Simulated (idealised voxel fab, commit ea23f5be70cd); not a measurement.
Module name: voxel self aligned contacts (process module)
Each square cell in cross-section cut measures 5 nm, and the section as a whole is 160 nm wide.
Think of the cross-section as a grid of square cells. We describe it in bands, top to bottom, and each band covers one or more rows of those cells. Per band: top height and bottom height in nm, followed by the left-to-right materials and their widths in nm; "everywhere" marks a single material spanning edge to edge, "empty" marks empty space. The reference from which all heights are counted is 0, the level beneath which the as-received wafer is entirely one material; the lowest band, having no lower bound, proceeds downward and is written after the example "0..down". It should be noted that a width expressed as "30 to 40" varies in equal increments from row to row of cells within the band, taking the value of the first number at the top row and that of the second number at the bottom row. Basically "remained unchanged" means that step didn't change any cell in the cross-section. Entry "Sealed void inventory" = empty spaces >= 8 cells with no open way to the top; each as width x height at distance, distance from left edge, all nm. Anything after a step's settings on that line? It's the simulator's own note about the step. On any step carrying a mask, the "overlay nm" setting, if present on the step's line, tells how far right of its planned place the mask lay; negative values point to the left.
[The process steps that were planned are listed below]
1: RECEIVE,material Si
2: CONFORMAL_DEP,material SiO2,thk nm 5
3: DIRECTIONAL_DEP,material polySi,thk nm 30
4: DIRECTIONAL_DEP,material SiN,thk nm 20
5: MASKED_ETCH,tone cover,mask id GATE,width nm 30,pitch nm 60,etch materials SiN,depth nm 20,overlay nm 0
6: MASKED_ETCH,tone cover,mask id GATE,width nm 30,pitch nm 60,etch materials polySi,depth nm 30,overlay nm 0
7: CONFORMAL_DEP,material SiN,thk nm 5
8: DIRECTIONAL_ETCH,etch materials SiN,depth nm 5
9: FILL_DEP,material SiO2,thk nm 20
10: CMP,height nm 65
11: DIRECTIONAL_DEP,material aC,thk nm 5
12: PATTERN,tone open,mask id CONTACT,material resist,width nm 40,thk nm 25,overlay nm 0
13: DIRECTIONAL_ETCH,etch materials aC,depth nm 10
14: STRIP,etch materials resist
15: DIRECTIONAL_ETCH,etch materials SiO2,depth nm 65
16: STRIP,etch materials aC
17: CONFORMAL_DEP,material TiN,thk nm 5
18: FILL_DEP,material Ru,thk nm 5
19: CMP,height nm 65
20: CONFORMAL_DEP,material SiCN,thk nm 5
What sets these wafers apart? The thk nm at step 11. They all start alike, and the plan carries the first wafer's value.
[Cross-section: the first of several wafers in its as-received state, i.e. following step 1]
- 0..down: Si everywhere
- Sealed void inventory: none
[Basically each wafer gets a line in the table, showing it at the end of the module: material by material, the cells it gained (+) or lost (-) since we got it, then its closed voids]
thk nm 5, +28 Ru, +32 SiCN, +88 SiN, +196 SiO2, +32 TiN, +72 polySi, Sealed void inventory: none
thk nm 10, +28 Ru, +32 SiCN, +88 SiN, +196 SiO2, +32 TiN, +72 polySi, Sealed void inventory: none
thk nm 15, +32 SiCN, +88 SiN, +256 SiO2, +72 polySi, Sealed void inventory: none
thk nm 20, +32 SiCN, +88 SiN, +256 SiO2, +72 polySi, Sealed void inventory: none
thk nm 25, +32 SiCN, +88 SiN, +256 SiO2, +72 polySi, Sealed void inventory: none
